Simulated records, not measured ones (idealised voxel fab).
process module | voxel transistor to metal
cross-section cut | 270 nm wide | cells 5 nm
A cross-section is a grid of square cells, given in bands from the top down. A band is one or more rows of cells.
Each band's line starts with the height of the band's top and of its bottom, in nm. Then come its materials from left to right, each with its width in nm. One material with "throughout" fills the band from edge to edge. "air" is empty space.
Height 0 is the level under which the wafer as received is all one material. The lowest band goes on downwards, as in "0 down".
A width such as "30 to 40" changes by the same amount from each row of cells to the next, from the band's top row to its bottom row.
"no change" after a step means that no cell of the cross-section changed.
closed voids: empty space of 8 cells or more with no open way to the top, each as width x height at its distance from the left edge, in nm
after a step's settings: what the simulator itself notes on the step
overlay nm, on a step with a mask: how far to the right of its planned place the mask lay; to the left if negative
plan
1 op RECEIVE | material Si
2 op CONFORMAL_DEP | material SiO2 | thk nm 5
3 op CONFORMAL_DEP | material SiN | thk nm 10
4 op MASKED_ETCH | tone cover | mask id ACTIVE | width nm 100 | pitch nm 130 | etch materials SiN | depth nm 10 | overlay nm 0
5 op MASKED_ETCH | tone cover | mask id ACTIVE | width nm 100 | pitch nm 130 | etch materials SiO2 | depth nm 5 | overlay nm 0
6 op MASKED_ETCH | tone cover | mask id ACTIVE | width nm 100 | pitch nm 130 | etch materials Si | depth nm 25 | overlay nm 0
7 op OXIDIZE | depth nm 5
8 op FILL_DEP | material SiO2 | thk nm 10
9 op CMP | height nm 15
10 op SELECTIVE_ETCH | etch materials SiO2 | depth nm 5
11 op STRIP | etch materials SiN
12 op SELECTIVE_ETCH | etch materials SiO2 | depth nm 5
13 op OXIDIZE | depth nm 5
14 op DIRECTIONAL_DEP | material polySi | thk nm 30
15 op DIRECTIONAL_DEP | material SiCN | thk nm 10
16 op DIRECTIONAL_DEP | material aC | thk nm 15
17 op PATTERN | tone cover | mask id GATE | material resist | width nm 30 | pitch nm 130 | thk nm 30 | overlay nm 0
18 op DIRECTIONAL_ETCH | etch materials aC | depth nm 15
19 op STRIP | etch materials resist
20 op DIRECTIONAL_ETCH | etch materials SiCN | depth nm 20
21 op DIRECTIONAL_ETCH | etch materials polySi | depth nm 40
22 op STRIP | etch materials aC
23 op CONFORMAL_DEP | material SiN | thk nm 10
24 op DIRECTIONAL_ETCH | etch materials SiN | depth nm 10
25 op DIRECTIONAL_ETCH | etch materials SiO2 | depth nm 5
26 op DIRECTIONAL_ETCH | etch materials Si | depth nm 10
27 op EPI | material pSi | thk nm 10
28 op FILL_DEP | material SiO2 | thk nm 10
29 op CMP | height nm 30
30 op STRIP | etch materials polySi
31 op SELECTIVE_ETCH | etch materials SiO2 | depth nm 5
32 op CONFORMAL_DEP | material HfO2 | thk nm 5
33 op CONFORMAL_DEP | material TiN | thk nm 5
34 op FILL_DEP | material W | thk nm 5
35 op CMP | height nm 25
36 op DIRECTIONAL_DEP | material SiO2 | thk nm 15
37 op PATTERN | tone open | mask id CONTACT | material resist | width nm 15 | thk nm 20 | overlay nm 0
38 op DIRECTIONAL_ETCH | etch materials SiO2 | depth nm 45
39 op STRIP | etch materials resist
40 op CONFORMAL_DEP | material TiN | thk nm 5
41 op FILL_DEP | material Ru | thk nm 5
42 op CMP | height nm 40
43 op CONFORMAL_DEP | material SiCN | thk nm 5
44 op DIRECTIONAL_DEP | material lowk | thk nm 15
45 op MASKED_ETCH | tone open | mask id METAL_1 | width nm 15 | etch materials lowk | depth nm 15 | overlay nm 0
46 op MASKED_ETCH | tone open | mask id METAL_1 | width nm 15 | etch materials SiCN | depth nm 5 | overlay nm 0
47 op CONFORMAL_DEP | material TiN | thk nm 5
48 op FILL_DEP | material Cu | thk nm 5
49 op CMP | height nm 60
50 op CONFORMAL_DEP | material SiCN | thk nm 5
51 op DIRECTIONAL_DEP | material SiO2 | thk nm 35
52 op PATTERN | tone open | mask id METAL_2 | material resist | width nm 15 | pitch nm 130 | thk nm 15 | overlay nm 0
53 op DIRECTIONAL_ETCH | etch materials SiO2 | depth nm 20
54 op STRIP | etch materials resist
55 op DIRECTIONAL_DEP | material aC | thk nm 10
56 op PATTERN | tone open | mask id METAL_2_HOLES | material resist | width nm 15 | pitch nm 130 | thk nm 30 | overlay nm 0
57 op DIRECTIONAL_ETCH | etch materials aC | depth nm 10
58 op STRIP | etch materials resist
59 op DIRECTIONAL_ETCH | etch materials SiO2 | depth nm 15
60 op DIRECTIONAL_ETCH | etch materials SiCN | depth nm 5
61 op STRIP | etch materials aC
62 op CONFORMAL_DEP | material TiN | thk nm 5
63 op FILL_DEP | material Ru | thk nm 5
64 op CMP | height nm 100
65 op CONFORMAL_DEP | material SiN | thk nm 5
as received, after step 1
  0 down: Si throughout
  closed voids: none
first wafer at the end, as planned
  105 to 100: SiN throughout
  100 to 65: SiO2 25 | TiN 5 | Ru 5 | TiN 5 | SiO2 115 | TiN 5 | Ru 5 | TiN 5 | SiO2 100
  65 to 60: SiCN 25 | TiN 15 | SiCN 115 | TiN 15 | SiCN 100
  60 to 45: lowk 25 | TiN 5 | Cu 5 | TiN 5 | lowk 60 | TiN 5 | Cu 5 | TiN 5 | lowk 40 | TiN 5 | Cu 5 | TiN 5 | lowk 60 | TiN 5 | Cu 5 | TiN 5 | lowk 25
  45 to 40: SiCN 25 | TiN 15 | SiCN 60 | TiN 15 | SiCN 40 | TiN 15 | SiCN 60 | TiN 15 | SiCN 25
  40 to 25: SiO2 25 | TiN 5 | Ru 5 | TiN 5 | SiO2 60 | TiN 5 | Ru 5 | TiN 5 | SiO2 40 | TiN 5 | Ru 5 | TiN 5 | SiO2 60 | TiN 5 | Ru 5 | TiN 5 | SiO2 25
  25 to 10: SiO2 25 | TiN 5 | Ru 5 | TiN 5 | SiO2 5 | SiN 10 | HfO2 5 | TiN 5 | W 10 | TiN 5 | HfO2 5 | SiN 10 | SiO2 5 | TiN 5 | Ru 5 | TiN 5 | SiO2 40 | TiN 5 | Ru 5 | TiN 5 | SiO2 5 | SiN 10 | HfO2 5 | TiN 5 | W 10 | TiN 5 | HfO2 5 | SiN 10 | SiO2 5 | TiN 5 | Ru 5 | TiN 5 | SiO2 25
  10 to 5: SiO2 25 | TiN 15 | SiO2 5 | SiN 10 | HfO2 5 | TiN 5 | W 10 | TiN 5 | HfO2 5 | SiN 10 | SiO2 5 | TiN 15 | SiO2 40 | TiN 15 | SiO2 5 | SiN 10 | HfO2 5 | TiN 5 | W 10 | TiN 5 | HfO2 5 | SiN 10 | SiO2 5 | TiN 15 | SiO2 25
  5 to 0: SiO2 15 | SiN 10 | TiN 10 | pSi 10 | SiN 10 | HfO2 5 | TiN 20 | HfO2 5 | SiN 10 | pSi 10 | TiN 10 | SiN 10 | SiO2 20 | SiN 10 | TiN 10 | pSi 10 | SiN 10 | HfO2 5 | TiN 20 | HfO2 5 | SiN 10 | pSi 10 | TiN 10 | SiN 10 | SiO2 15
  0 to -5: SiO2 25 | TiN 10 | pSi 10 | SiO2 5 | HfO2 40 | SiO2 5 | pSi 10 | TiN 10 | SiO2 40 | TiN 10 | pSi 10 | SiO2 5 | HfO2 40 | SiO2 5 | pSi 10 | TiN 10 | SiO2 25
  -5 to -15: SiO2 25 | pSi 20 | Si 50 | pSi 20 | SiO2 40 | pSi 20 | Si 50 | pSi 20 | SiO2 25
  -15 to -30: SiO2 25 | Si 90 | SiO2 40 | Si 90 | SiO2 25
  -30 down: Si throughout
  closed voids: none
second wafer at the end: like start, like plan, one mistake
  105 to 100: TiN throughout
  100 to 65: SiO2 25 | TiN 5 | Ru 5 | TiN 5 | SiO2 115 | TiN 5 | Ru 5 | TiN 5 | SiO2 100
  65 to 60: SiCN 25 | TiN 15 | SiCN 115 | TiN 15 | SiCN 100
  60 to 45: lowk 25 | TiN 5 | Cu 5 | TiN 5 | lowk 60 | TiN 5 | Cu 5 | TiN 5 | lowk 40 | TiN 5 | Cu 5 | TiN 5 | lowk 60 | TiN 5 | Cu 5 | TiN 5 | lowk 25
  45 to 40: SiCN 25 | TiN 15 | SiCN 60 | TiN 15 | SiCN 40 | TiN 15 | SiCN 60 | TiN 15 | SiCN 25
  40 to 25: SiO2 25 | TiN 5 | Ru 5 | TiN 5 | SiO2 60 | TiN 5 | Ru 5 | TiN 5 | SiO2 40 | TiN 5 | Ru 5 | TiN 5 | SiO2 60 | TiN 5 | Ru 5 | TiN 5 | SiO2 25
  25 to 10: SiO2 25 | TiN 5 | Ru 5 | TiN 5 | SiO2 5 | SiN 10 | HfO2 5 | TiN 5 | W 10 | TiN 5 | HfO2 5 | SiN 10 | SiO2 5 | TiN 5 | Ru 5 | TiN 5 | SiO2 40 | TiN 5 | Ru 5 | TiN 5 | SiO2 5 | SiN 10 | HfO2 5 | TiN 5 | W 10 | TiN 5 | HfO2 5 | SiN 10 | SiO2 5 | TiN 5 | Ru 5 | TiN 5 | SiO2 25
  10 to 5: SiO2 25 | TiN 15 | SiO2 5 | SiN 10 | HfO2 5 | TiN 5 | W 10 | TiN 5 | HfO2 5 | SiN 10 | SiO2 5 | TiN 15 | SiO2 40 | TiN 15 | SiO2 5 | SiN 10 | HfO2 5 | TiN 5 | W 10 | TiN 5 | HfO2 5 | SiN 10 | SiO2 5 | TiN 15 | SiO2 25
  5 to 0: SiO2 15 | SiN 10 | TiN 10 | pSi 10 | SiN 10 | HfO2 5 | TiN 20 | HfO2 5 | SiN 10 | pSi 10 | TiN 10 | SiN 10 | SiO2 20 | SiN 10 | TiN 10 | pSi 10 | SiN 10 | HfO2 5 | TiN 20 | HfO2 5 | SiN 10 | pSi 10 | TiN 10 | SiN 10 | SiO2 15
  0 to -5: SiO2 25 | TiN 10 | pSi 10 | SiO2 5 | HfO2 40 | SiO2 5 | pSi 10 | TiN 10 | SiO2 40 | TiN 10 | pSi 10 | SiO2 5 | HfO2 40 | SiO2 5 | pSi 10 | TiN 10 | SiO2 25
  -5 to -15: SiO2 25 | pSi 20 | Si 50 | pSi 20 | SiO2 40 | pSi 20 | Si 50 | pSi 20 | SiO2 25
  -15 to -30: SiO2 25 | Si 90 | SiO2 40 | Si 90 | SiO2 25
  -30 down: Si throughout
  closed voids: none
what went wrong: step 65 ran as: op CONFORMAL_DEP | material TiN | thk nm 5
at the end the second wafer has, in cells: 54 fewer of SiN | 54 more of TiN
